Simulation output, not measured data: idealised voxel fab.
process module | voxel ribs on slabs
cross-section cut | 195 nm wide | cells 5 nm
A cross-section is a grid of square cells, given in bands from the top down. A band is one or more rows of cells.
Each band's line starts with the height of the band's top and of its bottom, in nm. Then come its materials from left to right, each with its width in nm. One material with "throughout" fills the band from edge to edge. "air" is empty space.
Height 0 is the level under which the wafer as received is all one material. The lowest band goes on downwards, as in "0 down".
A width such as "30 to 40" changes by the same amount from each row of cells to the next, from the band's top row to its bottom row.
"no change" after a step means that no cell of the cross-section changed.
closed voids: empty space of 8 cells or more with no open way to the top, each as width x height at its distance from the left edge, in nm
after a step's settings: what the simulator itself notes on the step
overlay nm, on a step with a mask: how far to the right of its planned place the mask lay; to the left if negative
plan
1 op RECEIVE | material Si
2 op DIRECTIONAL_DEP | material SiO2 | thk nm 25
3 op DIRECTIONAL_DEP | material polySi | thk nm 15
4 op DIRECTIONAL_DEP | material aC | thk nm 15
5 op PATTERN | tone cover | mask id RIB | material resist | width nm 15 | thk nm 35 | overlay nm 0
6 op DIRECTIONAL_ETCH | etch materials aC | depth nm 15
7 op STRIP | etch materials resist
8 op DIRECTIONAL_ETCH | etch materials polySi | depth nm 10
9 op STRIP | etch materials aC
10 op MASKED_ETCH | tone cover | mask id SLAB | width nm 45 | etch materials polySi | depth nm 5 | overlay nm 0
11 op FILL_DEP | material SiO2 | thk nm 20
12 op CMP | height nm 50
13 op DIRECTIONAL_DEP | material W | thk nm 5
14 op PATTERN | tone cover | mask id HEATER | material resist | width nm 25 | thk nm 15 | overlay nm 0
15 op DIRECTIONAL_ETCH | etch materials W | depth nm 5
16 op STRIP | etch materials resist
17 op CONFORMAL_DEP | material SiN | thk nm 5
as received, after step 1
  0 down: Si throughout
  closed voids: none
first wafer at the end, as planned
  60 to 55: air 80 | SiN 35 | air 80
  55 to 50: SiN 85 | W 25 | SiN 85
  50 to 40: SiO2 throughout
  40 to 30: SiO2 90 | polySi 15 | SiO2 90
  30 to 25: SiO2 75 | polySi 45 | SiO2 75
  25 to 0: SiO2 throughout
  0 down: Si throughout
  closed voids: none
second wafer at the end: like start, like plan, one mistake
  60 to 55: air 80 | SiN 35 | air 80
  55 to 50: SiN 85 | W 25 | SiN 85
  50 to 40: SiO2 throughout
  40 to 30: SiO2 80 | polySi 15 | SiO2 100
  30 to 25: SiO2 75 | polySi 45 | SiO2 75
  25 to 0: SiO2 throughout
  0 down: Si throughout
  closed voids: none
what went wrong: step 5 ran as: op PATTERN | tone cover | mask id RIB | material resist | width nm 15 | thk nm 35 | overlay nm -10
at the end the second wafer has, in cells: as many of each material as the first, in other places
